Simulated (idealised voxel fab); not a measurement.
Proc. module: voxel fin reveal
Square cell edge 5 nm, section width 265 nm, ID cut.
Each cross-section below is a grid of square cells, stated as bands in top-down order, with one or more rows of cells making up each band. This entry defines a band. It first specifies the height of the band's top and the height of its bottom in nm, and then specifies the band's materials from left to right, stating each material with its width in nm. The word "everywhere" identifies a single material that fills the band from edge to edge, while the word "empty" identifies empty space. A quick word on heights: they are counted from 0, and under that level the wafer as it came to us is one material throughout. The lowest band is different from the rest in having no bottom; it simply continues downward, written as in "0 and below". Graded width ("30..40"): value in top row of band = first number; value in bottom row = second number; row-to-row change constant. No cell of the cross-section changed in a step that is given as "stayed the same". Voids not open to the top, 8 cells minimum: see "Closed voids list". Written width x height at distance; distance is from the left edge; nm. Read whatever lies past the settings on a step's line as the simulator's own remark about the step. "overlay nm", when on a step's line for a step with a mask, measures how far to the right of its planned place the mask lay; a negative measure means to the left.
-- The process steps that were planned are listed below
1: op RECEIVE | material Si
2: op CONFORMAL_DEP | material SiN | thk nm 10
3: op DIRECTIONAL_DEP | material aC | thk nm 15
4: op PATTERN | tone cover | mask id FINS | material resist | width nm 15 | pitch nm 40 | thk nm 35 | overlay nm 0
5: op DIRECTIONAL_ETCH | etch materials aC | depth nm 15
6: op STRIP | etch materials resist
7: op DIRECTIONAL_ETCH | etch materials SiN | depth nm 10
8: op DIRECTIONAL_ETCH | etch materials Si | depth nm 30
9: op STRIP | etch materials aC
10: op OXIDIZE | depth nm 5
11: op FILL_DEP | material SiO2 | thk nm 10
12: op CMP | height nm 10
13: op SELECTIVE_ETCH | etch materials SiO2 | depth nm 30
14: op STRIP | etch materials SiN
15: op CONFORMAL_DEP | material SiO2 | thk nm 5
-- Cross-section of the wafer at receipt, which is the condition after step 1
	0 and below | Si everywhere
	Closed voids list: none
-- First of two wafers, end-of-module section, run followed plan
	5 down to 0 | 85 empty, then 15 SiO2, then 25 empty, then 15 SiO2, then 25 empty, then 15 SiO2, then 85 empty
	0 down to -15 | 85 empty, then 5 SiO2, then 5 Si, then 5 SiO2, then 25 empty, then 5 SiO2, then 5 Si, then 5 SiO2, then 25 empty, then 5 SiO2, then 5 Si, then 5 SiO2, then 85 empty
	-15 down to -35 | 90 SiO2, then 5 Si, then 35 SiO2, then 5 Si, then 35 SiO2, then 5 Si, then 90 SiO2
	-35 and below | Si everywhere
	Closed voids list: none
-- Second wafer cross-section at end of module - shared start and plan with the first, one mistake in the run
	5 down to 0 | 85 SiO2, then 15 empty, then 25 SiO2, then 15 empty, then 25 SiO2, then 15 empty, then 85 SiO2
	0 down to -15 | 80 Si, then 5 SiO2, then 15 empty, then 5 SiO2, then 15 Si, then 5 SiO2, then 15 empty, then 5 SiO2, then 15 Si, then 5 SiO2, then 15 empty, then 5 SiO2, then 80 Si
	-15 down to -35 | 80 Si, then 25 SiO2, then 15 Si, then 25 SiO2, then 15 Si, then 25 SiO2, then 80 Si
	-35 and below | Si everywhere
	Closed voids list: none
Here's what went sideways: step 4 deviated from plan and actually ran as op PATTERN | tone open | mask id FINS | material resist | width nm 15 | pitch nm 40 | thk nm 35 | overlay nm 0
In the final state, the cell counts of the second wafer exceed or fall short of those of the first for the following materials: Si: 245 more | SiO2: 105 fewer
